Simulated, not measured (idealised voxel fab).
The following is a process module called voxel self aligned contacts.
Cross-section cut spans 200 nm and uses square cells 5 nm in size.
A cross-section is written here as square cells arranged in a grid, and it is given in bands from the top down, each band taking up one or more rows of cells.
Per band: top height and bottom height in nm, followed by the left-to-right materials and their widths in nm; "throughout" marks a single material spanning edge to edge, "air" marks empty space.
Convention: height 0 is the level below which the wafer, as received, is all one material. The lowest band does not terminate at the bottom but continues downward, represented as "0..down".
The notation "30..40" denotes a width that varies across the rows of cells in the band, beginning at the first number in the top row, finishing at the second number in the bottom row, and changing by an identical amount from each row to the next.
Reading "left unchanged" for a step: not a cell of the cross-section changed in it.
Empty spaces counting at least 8 cells and having no open way to the top are listed in "Closed voids list". The notation width x height at distance is used for each, the distance being from the left edge and all three values in nm.
On each step's line, the part that comes after the settings is the simulator's own comment on the step.
overlay nm: step with mask; distance mask lay right of planned place; negative value = left of planned place.
So here's the lineup of process steps we planned
1) RECEIVE,material Si
2) OXIDIZE,depth nm 5
3) DIRECTIONAL_DEP,material polySi,thk nm 30
4) DIRECTIONAL_DEP,material SiN,thk nm 15
5) MASKED_ETCH,tone cover,mask id GATE,width nm 35,pitch nm 60,etch materials SiN,depth nm 15,overlay nm 0
6) MASKED_ETCH,tone cover,mask id GATE,width nm 35,pitch nm 60,etch materials polySi,depth nm 30,overlay nm 0
7) CONFORMAL_DEP,material SiN,thk nm 5
8) DIRECTIONAL_ETCH,etch materials SiN,depth nm 5
9) FILL_DEP,material SiO2,thk nm 20
10) CMP,height nm 55
11) MASKED_ETCH,tone open,mask id CONTACT,width nm 35,pitch nm 60,etch materials SiO2,depth nm 60,overlay nm -15
12) CONFORMAL_DEP,material TiN,thk nm 5
13) FILL_DEP,material W,thk nm 10
14) CMP,height nm 55
15) CONFORMAL_DEP,material SiN,thk nm 5
Quick note for whoever runs this: the wafers start identical, but the overlay nm at step 11 isn't the same across them. The plan just shows what the first wafer had.
Incoming state of the first of several wafers in cross-section: after step 1
  0..down  Si throughout
  Closed voids list: none
Below: a row per wafer. Contents at end of module: for every material, cells gained since receipt (+) or lost since receipt (-); then closed voids
overlay nm -15, -40 Si, +157 SiN, +169 SiO2, +58 TiN, +10 W, +126 polySi, Closed voids list: none
overlay nm -10, -40 Si, +157 SiN, +149 SiO2, +58 TiN, +30 W, +126 polySi, Closed voids list: none
overlay nm -5, -40 Si, +157 SiN, +149 SiO2, +58 TiN, +30 W, +126 polySi, Closed voids list: none
overlay nm 0, -40 Si, +157 SiN, +149 SiO2, +58 TiN, +30 W, +126 polySi, Closed voids list: none
overlay nm 5, -40 Si, +157 SiN, +149 SiO2, +58 TiN, +30 W, +126 polySi, Closed voids list: none
overlay nm 10, -40 Si, +157 SiN, +149 SiO2, +58 TiN, +30 W, +126 polySi, Closed voids list: none
overlay nm 15, -40 Si, +157 SiN, +169 SiO2, +58 TiN, +10 W, +126 polySi, Closed voids list: none
